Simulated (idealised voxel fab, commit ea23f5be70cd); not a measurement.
Process module under the name voxel ribs on slabs
Each square cell in cross-section cut measures 5 nm, and the section as a whole is 160 nm wide.
Notation: cross-section as square-cell grid; stated in bands, top first, going down; one or more cell rows per band.
A band entry consists of two parts. The first gives the height of the band's top and the height of its bottom, in nm. The rest lists the band's materials from left to right, each with its width in nm. A single material labelled with the word "edge to edge" fills the band from edge to edge, and the word "empty" marks empty space.
We count height from 0. Below that, the starting wafer is all one material. The lowest band never ends at the bottom but goes on down; see "from 0 down" for how that is written.
Width: "30->40" (first number = top row, second number = bottom row, same change from row to row of cells).
"no modification", as given for a step, is the statement that not any cell of the cross-section underwent a change during that step.
This entry, "Closed void entries", enumerates those empty regions of no fewer than 8 cells that possess no open connection to the top. Each region is reported in the form width x height at distance, the distance being taken from the left edge, with all three quantities expressed in nm.
after a step's settings: what the simulator itself notes on the step
The optional step-line setting "overlay nm" applies to steps with a mask and quantifies how far to the right of its planned location the mask lay, a negative value indicating leftward placement.

## This section lists the process steps that were planned
1: RECEIVE with material Si
2: DIRECTIONAL_DEP with material SiO2, thk nm 25
3: DIRECTIONAL_DEP with material SiN, thk nm 20
4: DIRECTIONAL_DEP with material aC, thk nm 10
5: PATTERN with tone cover, mask id RIB, material resist, width nm 30, thk nm 30, overlay nm 0
6: DIRECTIONAL_ETCH with etch materials aC, depth nm 10
7: STRIP with etch materials resist
8: DIRECTIONAL_ETCH with etch materials SiN, depth nm 10
9: STRIP with etch materials aC
10: DIRECTIONAL_DEP with material aC, thk nm 15
11: PATTERN with tone cover, mask id SLAB, material resist, width nm 90, thk nm 30, overlay nm 0
12: DIRECTIONAL_ETCH with etch materials aC, depth nm 15
13: STRIP with etch materials resist
14: DIRECTIONAL_ETCH with etch materials SiN, depth nm 10
15: STRIP with etch materials aC
16: FILL_DEP with material SiO2, thk nm 25
17: CMP with height nm 65
18: DIRECTIONAL_DEP with material TiN, thk nm 5
19: DIRECTIONAL_DEP with material aC, thk nm 15
20: PATTERN with tone cover, mask id HEATER, material resist, width nm 40, thk nm 30, overlay nm 0
21: DIRECTIONAL_ETCH with etch materials aC, depth nm 15
22: STRIP with etch materials resist
23: DIRECTIONAL_ETCH with etch materials TiN, depth nm 5
24: STRIP with etch materials aC
25: CONFORMAL_DEP with material SiN, thk nm 5

## Of two wafers, the first: run according to plan

## Cross-section of the incoming wafer, state after step 1
> from 0 down: Si edge to edge
> Closed void entries: none

## So this is the wafer cross-section right after step 2
> from 25 to 0: SiO2 edge to edge
> For the remainder of the cross-section, below 0, there is no change.

## So this is the wafer cross-section right after step 3
> from 45 to 25: SiN edge to edge
> For the remainder of the cross-section, below 25, there is no change.

## So this is the wafer cross-section right after step 4
> from 55 to 45: aC edge to edge
> For the remainder of the cross-section, below 45, there is no change.

## So this is the wafer cross-section right after step 5
> from 85 to 55: 65 nm empty  30 nm resist  65 nm empty
> For the remainder of the cross-section, below 55, there is no change.

## So this is the wafer cross-section right after step 6
> from 75 to 55: 65 nm empty  30 nm resist  65 nm empty
> from 55 to 45: 65 nm empty  30 nm aC  65 nm empty
> For the remainder of the cross-section, below 45, there is no change.

## So this is the wafer cross-section right after step 7
> from 55 to 45: 65 nm empty  30 nm aC  65 nm empty
> For the remainder of the cross-section, below 45, there is no change.

## So this is the wafer cross-section right after step 8
> from 55 to 45: 65 nm empty  30 nm aC  65 nm empty
> from 45 to 35: 65 nm empty  30 nm SiN  65 nm empty
> For the remainder of the cross-section, below 35, there is no change.

## So this is the wafer cross-section right after step 9
> from 45 to 35: 65 nm empty  30 nm SiN  65 nm empty
> For the remainder of the cross-section, below 35, there is no change.

## So this is the wafer cross-section right after step 10
> from 60 to 50: 65 nm empty  30 nm aC  65 nm empty
> from 50 to 45: aC edge to edge
> from 45 to 35: 65 nm aC  30 nm SiN  65 nm aC
> For the remainder of the cross-section, below 35, there is no change.

## So this is the wafer cross-section right after step 11
> from 90 to 60: 35 nm empty  90 nm resist  35 nm empty
> from 60 to 50: 35 nm empty  30 nm resist  30 nm aC  30 nm resist  35 nm empty
> For the remainder of the cross-section, below 50, there is no change.

## So this is the wafer cross-section right after step 12
> from 75 to 60: 35 nm empty  90 nm resist  35 nm empty
> from 60 to 50: 35 nm empty  30 nm resist  30 nm aC  30 nm resist  35 nm empty
> from 50 to 45: 35 nm empty  90 nm aC  35 nm empty
> from 45 to 35: 35 nm empty  30 nm aC  30 nm SiN  30 nm aC  35 nm empty
> For the remainder of the cross-section, below 35, there is no change.

## So this is the wafer cross-section right after step 13
> from 60 to 50: 65 nm empty  30 nm aC  65 nm empty
> For the remainder of the cross-section, below 50, there is no change.

## So this is the wafer cross-section right after step 14
> from 60 to 50: 65 nm empty  30 nm aC  65 nm empty
> from 50 to 45: 35 nm empty  90 nm aC  35 nm empty
> from 45 to 35: 35 nm empty  30 nm aC  30 nm SiN  30 nm aC  35 nm empty
> from 35 to 25: 35 nm empty  90 nm SiN  35 nm empty
> For the remainder of the cross-section, below 25, there is no change.

## So this is the wafer cross-section right after step 15
> from 45 to 35: 65 nm empty  30 nm SiN  65 nm empty
> For the remainder of the cross-section, below 35, there is no change.

## So this is the wafer cross-section right after step 16
> from 70 to 45: SiO2 edge to edge
> from 45 to 35: 65 nm SiO2  30 nm SiN  65 nm SiO2
> from 35 to 25: 35 nm SiO2  90 nm SiN  35 nm SiO2
> For the remainder of the cross-section, below 25, there is no change.

## So this is the wafer cross-section right after step 17
> from 65 to 45: SiO2 edge to edge
> For the remainder of the cross-section, below 45, there is no change.

## So this is the wafer cross-section right after step 18
> from 70 to 65: TiN edge to edge
> For the remainder of the cross-section, below 65, there is no change.

## So this is the wafer cross-section right after step 19
> from 85 to 70: aC edge to edge
> For the remainder of the cross-section, below 70, there is no change.

## So this is the wafer cross-section right after step 20
> from 115 to 85: 60 nm empty  40 nm resist  60 nm empty
> For the remainder of the cross-section, below 85, there is no change.

## So this is the wafer cross-section right after step 21
> from 100 to 85: 60 nm empty  40 nm resist  60 nm empty
> from 85 to 70: 60 nm empty  40 nm aC  60 nm empty
> For the remainder of the cross-section, below 70, there is no change.

## So this is the wafer cross-section right after step 22
> from 85 to 70: 60 nm empty  40 nm aC  60 nm empty
> For the remainder of the cross-section, below 70, there is no change.

## So this is the wafer cross-section right after step 23
> from 85 to 70: 60 nm empty  40 nm aC  60 nm empty
> from 70 to 65: 60 nm empty  40 nm TiN  60 nm empty
> For the remainder of the cross-section, below 65, there is no change.

## So this is the wafer cross-section right after step 24
> from 70 to 65: 60 nm empty  40 nm TiN  60 nm empty
> For the remainder of the cross-section, below 65, there is no change.

## So this is the wafer cross-section right after step 25
> from 75 to 70: 55 nm empty  50 nm SiN  55 nm empty
> from 70 to 65: 60 nm SiN  40 nm TiN  60 nm SiN
> For the remainder of the cross-section, below 65, there is no change.

## Second of two: same start, same plan, one run error; steps up to and including 24 match the first

Second wafer shown in cross-section at the time step 25 was slated to end: no modification
What was done differently from what was planned? step 25 of the plan was omitted and not executed
Final comparison by cell count, materials where the second wafer has more or fewer than the first: SiN -34
